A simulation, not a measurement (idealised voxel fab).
Title: Process Module voxel released beams
Cross-section cut: width 285 nm, square cells of 5 nm.
Square cells in a grid make up a cross-section in this document, and the grid is given as bands, listed from the top down, each one or more rows of cells.
Basically the band line says how high the top is and how high the bottom is, in nm, and then what's in it from left to right, every material with its width in nm. Empty space shows up as "air", and if a single material carries "full width" it runs the full band edge to edge.
Zero point of the height axis is 0; under it, received wafer = one material. Lowest band: continues down indefinitely, "top 0, no bottom".
It should be noted that a width expressed as "30..40" varies in equal increments from row to row of cells within the band, taking the value of the first number at the top row and that of the second number at the bottom row.
Given "left unchanged" for a step, no cell of the cross-section differs between before and after that step.
This entry, "Encapsulated voids", enumerates those empty regions of no fewer than 8 cells that possess no open connection to the top. Each region is reported in the form width x height at distance, the distance being taken from the left edge, with all three quantities expressed in nm.
On each step's line, the part that comes after the settings is the simulator's own comment on the step.
overlay nm: where the mask lay relative to plan, measured to the right, on steps with a mask; negatives go left.
Listed below are the process steps as planned:
1: op RECEIVE | material Si
2: op CONFORMAL_DEP | material Al2O3 | thk nm 5
3: op DIRECTIONAL_DEP | material SiO2 | thk nm 20
4: op MASKED_ETCH | tone open | mask id ANCHOR | width nm 35 | etch materials SiO2 | depth nm 20 | overlay nm 0
5: op CONFORMAL_DEP | material polySi | thk nm 5
6: op MASKED_ETCH | tone cover | mask id BEAM | width nm 90 | etch materials polySi | depth nm 15 | overlay nm 0
7: op STRIP | etch materials SiO2
Be aware that, although all wafers share a common starting state, the thk nm at step 5 differs among them, and the plan displays the first wafer's value.
As received, i.e. after step 1: cross-section through the first of several wafers:
  top 0, no bottom: Si full width
  Encapsulated voids: none
Quick key for the table: a row per wafer, taken at the end of the module. For each material it tells you how many cells the wafer gained (+) or lost (-) since it came in, and the closed voids come after:
thk nm 5; +57 Al2O3; +26 polySi; Encapsulated voids: none
thk nm 10; +57 Al2O3; +52 polySi; Encapsulated voids: none
thk nm 15; +57 Al2O3; +78 polySi; Encapsulated voids: none
thk nm 20; +57 Al2O3; +200 SiO2; +139 polySi; Encapsulated voids: none
thk nm 25; +57 Al2O3; +200 SiO2; +196 polySi; Encapsulated voids: none
thk nm 30; +57 Al2O3; +200 SiO2; +253 polySi; Encapsulated voids: none
